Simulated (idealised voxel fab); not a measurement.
The document below concerns the process module designated voxel transistor to metal.
cross-section cut | 270 nm wide | cells 5 nm
How to read a cross-section here: the picture is a grid of square cells, written as bands going from the top down, and any band can span one or more rows of cells.
Band: top and bottom heights (nm) first, top before bottom; then materials from left to right, widths in nm. "throughout" marks a sole material filling the band edge to edge. "air" denotes empty space.
Heights are expressed relative to 0, this being the level below which the as-received wafer comprises one material exclusively. The lowest band is unbounded in the downward direction and is denoted as in "0 and below".
The width entry "30..40" should be interpreted row by row: the top row of cells in the band takes the first number, the bottom row takes the second number, and the change between adjacent rows is uniform throughout.
Step marked "stayed the same"? Then no cell in the cross-section changed in it.
Entry "Enclosed void listing" = empty spaces >= 8 cells with no open way to the top; each as width x height at distance, distance from left edge, all nm.
Past the settings on a step's line: simulator remark, on that step.
For masked steps, "overlay nm" on the step line gives how far right of plan the mask actually lay; a minus sign means it lay to the left.

[Process steps (planned)]
1 RECEIVE,material Si
2 CONFORMAL_DEP,material SiO2,thk nm 5
3 CONFORMAL_DEP,material SiN,thk nm 10
4 MASKED_ETCH,tone cover,mask id ACTIVE,width nm 100,pitch nm 130,etch materials SiN,depth nm 10,overlay nm 0
5 MASKED_ETCH,tone cover,mask id ACTIVE,width nm 100,pitch nm 130,etch materials SiO2,depth nm 5,overlay nm 0
6 MASKED_ETCH,tone cover,mask id ACTIVE,width nm 100,pitch nm 130,etch materials Si,depth nm 25,overlay nm 0
7 OXIDIZE,depth nm 5
8 FILL_DEP,material SiO2,thk nm 10
9 CMP,height nm 15
10 SELECTIVE_ETCH,etch materials SiO2,depth nm 5
11 STRIP,etch materials SiN
12 SELECTIVE_ETCH,etch materials SiO2,depth nm 5
13 OXIDIZE,depth nm 5
14 DIRECTIONAL_DEP,material polySi,thk nm 30
15 DIRECTIONAL_DEP,material SiCN,thk nm 10
16 DIRECTIONAL_DEP,material aC,thk nm 15
17 PATTERN,tone cover,mask id GATE,material resist,width nm 30,pitch nm 130,thk nm 30,overlay nm 0
18 DIRECTIONAL_ETCH,etch materials aC,depth nm 15
19 STRIP,etch materials resist
20 DIRECTIONAL_ETCH,etch materials SiCN,depth nm 20
21 DIRECTIONAL_ETCH,etch materials polySi,depth nm 40
22 STRIP,etch materials aC
23 CONFORMAL_DEP,material SiN,thk nm 10
24 DIRECTIONAL_ETCH,etch materials SiN,depth nm 10
25 DIRECTIONAL_ETCH,etch materials SiO2,depth nm 5
26 DIRECTIONAL_ETCH,etch materials Si,depth nm 10
27 EPI,material pSi,thk nm 10
28 FILL_DEP,material SiO2,thk nm 10
29 CMP,height nm 30
30 STRIP,etch materials polySi
31 SELECTIVE_ETCH,etch materials SiO2,depth nm 5
32 CONFORMAL_DEP,material HfO2,thk nm 5
33 CONFORMAL_DEP,material TiN,thk nm 5
34 FILL_DEP,material W,thk nm 5
35 CMP,height nm 25
36 DIRECTIONAL_DEP,material SiO2,thk nm 15
37 PATTERN,tone open,mask id CONTACT,material resist,width nm 15,thk nm 20,overlay nm 0
38 DIRECTIONAL_ETCH,etch materials SiO2,depth nm 45
39 STRIP,etch materials resist
40 CONFORMAL_DEP,material TiN,thk nm 5
41 FILL_DEP,material Ru,thk nm 5
42 CMP,height nm 40
43 CONFORMAL_DEP,material SiCN,thk nm 5
44 DIRECTIONAL_DEP,material lowk,thk nm 15
45 MASKED_ETCH,tone open,mask id METAL_1,width nm 15,etch materials lowk,depth nm 15,overlay nm 0
46 MASKED_ETCH,tone open,mask id METAL_1,width nm 15,etch materials SiCN,depth nm 5,overlay nm 0
47 CONFORMAL_DEP,material TiN,thk nm 5
48 FILL_DEP,material Cu,thk nm 5
49 CMP,height nm 60
50 CONFORMAL_DEP,material SiCN,thk nm 5
51 DIRECTIONAL_DEP,material SiO2,thk nm 35
52 PATTERN,tone open,mask id METAL_2,material resist,width nm 15,pitch nm 130,thk nm 15,overlay nm 0
53 DIRECTIONAL_ETCH,etch materials SiO2,depth nm 20
54 STRIP,etch materials resist
55 DIRECTIONAL_DEP,material aC,thk nm 10
56 PATTERN,tone open,mask id METAL_2_HOLES,material resist,width nm 15,pitch nm 130,thk nm 30,overlay nm 0
57 DIRECTIONAL_ETCH,etch materials aC,depth nm 10
58 STRIP,etch materials resist
59 DIRECTIONAL_ETCH,etch materials SiO2,depth nm 15
60 DIRECTIONAL_ETCH,etch materials SiCN,depth nm 5
61 STRIP,etch materials aC
62 CONFORMAL_DEP,material TiN,thk nm 5
63 FILL_DEP,material Ru,thk nm 5
64 CMP,height nm 100
65 CONFORMAL_DEP,material SiN,thk nm 5

[Cross-sectional view of the wafer in its as-received condition, corresponding to the state after step 1]
> 0 and below  Si throughout
> Enclosed void listing: none

[Module complete - cross-section of the first of two wafers, run according to plan]
> 105 down to 100  SiN throughout
> 100 down to 65  SiO2 (25), then TiN (5), then Ru (5), then TiN (5), then SiO2 (115), then TiN (5), then Ru (5), then TiN (5), then SiO2 (100)
> 65 down to 60  SiCN (25), then TiN (15), then SiCN (115), then TiN (15), then SiCN (100)
> 60 down to 45  lowk (25), then TiN (5), then Cu (5), then TiN (5), then lowk (60), then TiN (5), then Cu (5), then TiN (5), then lowk (40), then TiN (5), then Cu (5), then TiN (5), then lowk (60), then TiN (5), then Cu (5), then TiN (5), then lowk (25)
> 45 down to 40  SiCN (25), then TiN (15), then SiCN (60), then TiN (15), then SiCN (40), then TiN (15), then SiCN (60), then TiN (15), then SiCN (25)
> 40 down to 25  SiO2 (25), then TiN (5), then Ru (5), then TiN (5), then SiO2 (60), then TiN (5), then Ru (5), then TiN (5), then SiO2 (40), then TiN (5), then Ru (5), then TiN (5), then SiO2 (60), then TiN (5), then Ru (5), then TiN (5), then SiO2 (25)
> 25 down to 10  SiO2 (25), then TiN (5), then Ru (5), then TiN (5), then SiO2 (5), then SiN (10), then HfO2 (5), then TiN (5), then W (10), then TiN (5), then HfO2 (5), then SiN (10), then SiO2 (5), then TiN (5), then Ru (5), then TiN (5), then SiO2 (40), then TiN (5), then Ru (5), then TiN (5), then SiO2 (5), then SiN (10), then HfO2 (5), then TiN (5), then W (10), then TiN (5), then HfO2 (5), then SiN (10), then SiO2 (5), then TiN (5), then Ru (5), then TiN (5), then SiO2 (25)
> 10 down to 5  SiO2 (25), then TiN (15), then SiO2 (5), then SiN (10), then HfO2 (5), then TiN (5), then W (10), then TiN (5), then HfO2 (5), then SiN (10), then SiO2 (5), then TiN (15), then SiO2 (40), then TiN (15), then SiO2 (5), then SiN (10), then HfO2 (5), then TiN (5), then W (10), then TiN (5), then HfO2 (5), then SiN (10), then SiO2 (5), then TiN (15), then SiO2 (25)
> 5 down to 0  SiO2 (15), then SiN (10), then TiN (10), then pSi (10), then SiN (10), then HfO2 (5), then TiN (20), then HfO2 (5), then SiN (10), then pSi (10), then TiN (10), then SiN (10), then SiO2 (20), then SiN (10), then TiN (10), then pSi (10), then SiN (10), then HfO2 (5), then TiN (20), then HfO2 (5), then SiN (10), then pSi (10), then TiN (10), then SiN (10), then SiO2 (15)
> 0 down to -5  SiO2 (25), then TiN (10), then pSi (10), then SiO2 (5), then HfO2 (40), then SiO2 (5), then pSi (10), then TiN (10), then SiO2 (40), then TiN (10), then pSi (10), then SiO2 (5), then HfO2 (40), then SiO2 (5), then pSi (10), then TiN (10), then SiO2 (25)
> -5 down to -15  SiO2 (25), then pSi (20), then Si (50), then pSi (20), then SiO2 (40), then pSi (20), then Si (50), then pSi (20), then SiO2 (25)
> -15 down to -30  SiO2 (25), then Si (90), then SiO2 (40), then Si (90), then SiO2 (25)
> -30 and below  Si throughout
> Enclosed void listing: none

[Cross-section, wafer two of two, end of module: same start and plan as wafer one, one error in execution]
> 105 down to 100  SiN throughout
> 100 down to 85  SiO2 (20), then TiN (5), then Ru (15), then TiN (5), then SiO2 (105), then TiN (5), then Ru (15), then TiN (5), then SiO2 (95)
> 85 down to 80  SiO2 (20), then TiN (10), then Ru (5), then TiN (10), then SiO2 (105), then TiN (10), then Ru (5), then TiN (10), then SiO2 (95)
> 80 down to 65  SiO2 (25), then TiN (5), then Ru (5), then TiN (5), then SiO2 (115), then TiN (5), then Ru (5), then TiN (5), then SiO2 (100)
> 65 down to 60  SiCN (25), then TiN (15), then SiCN (115), then TiN (15), then SiCN (100)
> 60 down to 45  lowk (25), then TiN (5), then Cu (5), then TiN (5), then lowk (60), then TiN (5), then Cu (5), then TiN (5), then lowk (40), then TiN (5), then Cu (5), then TiN (5), then lowk (60), then TiN (5), then Cu (5), then TiN (5), then lowk (25)
> 45 down to 40  SiCN (25), then TiN (15), then SiCN (60), then TiN (15), then SiCN (40), then TiN (15), then SiCN (60), then TiN (15), then SiCN (25)
> 40 down to 25  SiO2 (25), then TiN (5), then Ru (5), then TiN (5), then SiO2 (60), then TiN (5), then Ru (5), then TiN (5), then SiO2 (40), then TiN (5), then Ru (5), then TiN (5), then SiO2 (60), then TiN (5), then Ru (5), then TiN (5), then SiO2 (25)
> 25 down to 10  SiO2 (25), then TiN (5), then Ru (5), then TiN (5), then SiO2 (5), then SiN (10), then HfO2 (5), then TiN (5), then W (10), then TiN (5), then HfO2 (5), then SiN (10), then SiO2 (5), then TiN (5), then Ru (5), then TiN (5), then SiO2 (40), then TiN (5), then Ru (5), then TiN (5), then SiO2 (5), then SiN (10), then HfO2 (5), then TiN (5), then W (10), then TiN (5), then HfO2 (5), then SiN (10), then SiO2 (5), then TiN (5), then Ru (5), then TiN (5), then SiO2 (25)
> 10 down to 5  SiO2 (25), then TiN (15), then SiO2 (5), then SiN (10), then HfO2 (5), then TiN (5), then W (10), then TiN (5), then HfO2 (5), then SiN (10), then SiO2 (5), then TiN (15), then SiO2 (40), then TiN (15), then SiO2 (5), then SiN (10), then HfO2 (5), then TiN (5), then W (10), then TiN (5), then HfO2 (5), then SiN (10), then SiO2 (5), then TiN (15), then SiO2 (25)
> 5 down to 0  SiO2 (15), then SiN (10), then TiN (10), then pSi (10), then SiN (10), then HfO2 (5), then TiN (20), then HfO2 (5), then SiN (10), then pSi (10), then TiN (10), then SiN (10), then SiO2 (20), then SiN (10), then TiN (10), then pSi (10), then SiN (10), then HfO2 (5), then TiN (20), then HfO2 (5), then SiN (10), then pSi (10), then TiN (10), then SiN (10), then SiO2 (15)
> 0 down to -5  SiO2 (25), then TiN (10), then pSi (10), then SiO2 (5), then HfO2 (40), then SiO2 (5), then pSi (10), then TiN (10), then SiO2 (40), then TiN (10), then pSi (10), then SiO2 (5), then HfO2 (40), then SiO2 (5), then pSi (10), then TiN (10), then SiO2 (25)
> -5 down to -15  SiO2 (25), then pSi (20), then Si (50), then pSi (20), then SiO2 (40), then pSi (20), then Si (50), then pSi (20), then SiO2 (25)
> -15 down to -30  SiO2 (25), then Si (90), then SiO2 (40), then Si (90), then SiO2 (25)
> -30 and below  Si throughout
> Enclosed void listing: none
Deviation noted in wafer processing: rather than as planned, step 52 actually ran as PATTERN,tone open,mask id METAL_2,material resist,width nm 25,pitch nm 130,thk nm 15,overlay nm 0
Upon completion, the second wafer contains, in terms of cells, a greater or smaller amount of certain materials than the first wafer: +12 Ru | -16 SiO2 | +4 TiN
